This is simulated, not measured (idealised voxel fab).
The name of this process module is voxel wiring stack.
Cross-section cut spans 170 nm and uses square cells 5 nm in size.
If you're reading a cross-section in this doc, picture square cells in a grid; it comes to you as bands, top ones listed first down to the bottom, and a band can be one or more rows of cells. Each band's line starts with the height of the band's top and of its bottom, in nm. Then come its materials from left to right, each with its width in nm. One material with "throughout" fills the band from edge to edge. "air" is empty space. Beneath 0, the wafer as received is one material, and that level is where height counting begins. The lowest band goes on downward without a bottom; it is written like "0..down". It should be noted that a width expressed as "30..40" varies in equal increments from row to row of cells within the band, taking the value of the first number at the top row and that of the second number at the bottom row. It should be understood that the words "nothing changed", when stated for a given step, signify that the cross-section underwent no change in any of its cells during that step. Heads up: "Listed closed voids" only lists the empty pockets with no open path to the top that are 8 cells or more, and it writes them as width x height at distance, distance from the left edge, in nm. That trailing text on a step's line, after the settings, is the simulator's own remark on the step. overlay nm: step with mask; distance mask lay right of planned place; negative value = left of planned place.
**So here's the lineup of process steps we planned**
step 1: op RECEIVE | material Si
step 2: op CONFORMAL_DEP | material SiO2 | thk nm 10
step 3: op DIRECTIONAL_DEP | material TiN | thk nm 5
step 4: op DIRECTIONAL_DEP | material Ru | thk nm 25
step 5: op DIRECTIONAL_DEP | material aC | thk nm 10
step 6: op PATTERN | tone cover | mask id METAL_1 | material resist | width nm 20 | pitch nm 35 | thk nm 30 | overlay nm 0
step 7: op DIRECTIONAL_ETCH | etch materials aC | depth nm 10
step 8: op STRIP | etch materials resist
step 9: op DIRECTIONAL_ETCH | etch materials Ru | depth nm 25
step 10: op DIRECTIONAL_ETCH | etch materials TiN | depth nm 5
step 11: op STRIP | etch materials aC
step 12: op CONFORMAL_DEP | material SiN | thk nm 5
step 13: op FILL_DEP | material lowk | thk nm 10
step 14: op CMP | height nm 40
step 15: op CONFORMAL_DEP | material SiCN | thk nm 5
step 16: op DIRECTIONAL_DEP | material lowk | thk nm 25
step 17: op DIRECTIONAL_DEP | material aC | thk nm 15
step 18: op PATTERN | tone open | mask id METAL_2 | material resist | width nm 20 | pitch nm 35 | thk nm 30 | overlay nm 0
step 19: op DIRECTIONAL_ETCH | etch materials aC | depth nm 15
step 20: op STRIP | etch materials resist
step 21: op DIRECTIONAL_ETCH | etch materials lowk | depth nm 15
step 22: op STRIP | etch materials aC
step 23: op DIRECTIONAL_DEP | material aC | thk nm 10
step 24: op PATTERN | tone open | mask id METAL_2_HOLES | material resist | width nm 15 | pitch nm 35 | thk nm 25 | overlay nm 0
step 25: op DIRECTIONAL_ETCH | etch materials aC | depth nm 10
step 26: op STRIP | etch materials resist
step 27: op DIRECTIONAL_ETCH | etch materials lowk | depth nm 10
step 28: op DIRECTIONAL_ETCH | etch materials SiCN | depth nm 5
step 29: op STRIP | etch materials aC
step 30: op CONFORMAL_DEP | material TiN | thk nm 5
step 31: op FILL_DEP | material Ru | thk nm 5
step 32: op CMP | height nm 70
step 33: op CONFORMAL_DEP | material SiCN | thk nm 5
**as received, after step 1**
0..down: Si throughout
Listed closed voids: none
**Cross-sectional image of the first of two wafers at the end of the module, the run having proceeded as planned**
75..70: SiCN throughout
70..60: lowk (40) | TiN (5) | Ru (10) | TiN (5) | lowk (15) | TiN (5) | Ru (10) | TiN (5) | lowk (15) | TiN (5) | Ru (10) | TiN (5) | lowk (40)
60..55: lowk (40) | TiN (5) | Ru (5) | TiN (10) | lowk (15) | TiN (5) | Ru (5) | TiN (10) | lowk (15) | TiN (5) | Ru (5) | TiN (10) | lowk (40)
55..45: lowk (40) | TiN (5) | Ru (5) | TiN (5) | lowk (20) | TiN (5) | Ru (5) | TiN (5) | lowk (20) | TiN (5) | Ru (5) | TiN (5) | lowk (45)
45..40: SiCN (40) | TiN (15) | SiCN (20) | TiN (15) | SiCN (20) | TiN (15) | SiCN (45)
40..15: lowk (35) | SiN (5) | Ru (20) | SiN (5) | lowk (5) | SiN (5) | Ru (20) | SiN (5) | lowk (5) | SiN (5) | Ru (20) | SiN (5) | lowk (35)
15..10: SiN (40) | TiN (20) | SiN (15) | TiN (20) | SiN (15) | TiN (20) | SiN (40)
10..0: SiO2 throughout
0..down: Si throughout
Listed closed voids: none
**Second wafer of the two, sectioned at the end of the module. It began like the first and followed the same plan, but one mistake was made while running it**
75..70: SiCN throughout
70..60: Ru (50..35) | TiN (5..20) | lowk (5) | TiN (5) | Ru (20..5) | TiN (5..20) | lowk (5) | TiN (5) | Ru (20..5) | TiN (5..20) | lowk (5) | TiN (5) | Ru (35)
60..55: TiN (40) | lowk (20) | TiN (15) | lowk (20) | TiN (15) | lowk (20) | TiN (40)
55..45: lowk throughout
45..40: SiCN throughout
40..15: lowk (35) | SiN (5) | Ru (20) | SiN (5) | lowk (5) | SiN (5) | Ru (20) | SiN (5) | lowk (5) | SiN (5) | Ru (20) | SiN (5) | lowk (35)
15..10: SiN (40) | TiN (20) | SiN (15) | TiN (20) | SiN (15) | TiN (20) | SiN (40)
10..0: SiO2 throughout
0..down: Si throughout
Listed closed voids: none
Deviation from plan: step 18 deviated from plan and actually ran as op PATTERN | tone cover | mask id METAL_2 | material resist | width nm 20 | pitch nm 35 | thk nm 30 | overlay nm 0
Final cells, second wafer relative to first, materials higher or lower: Ru +20 | SiCN +9 | TiN +1 | lowk -30
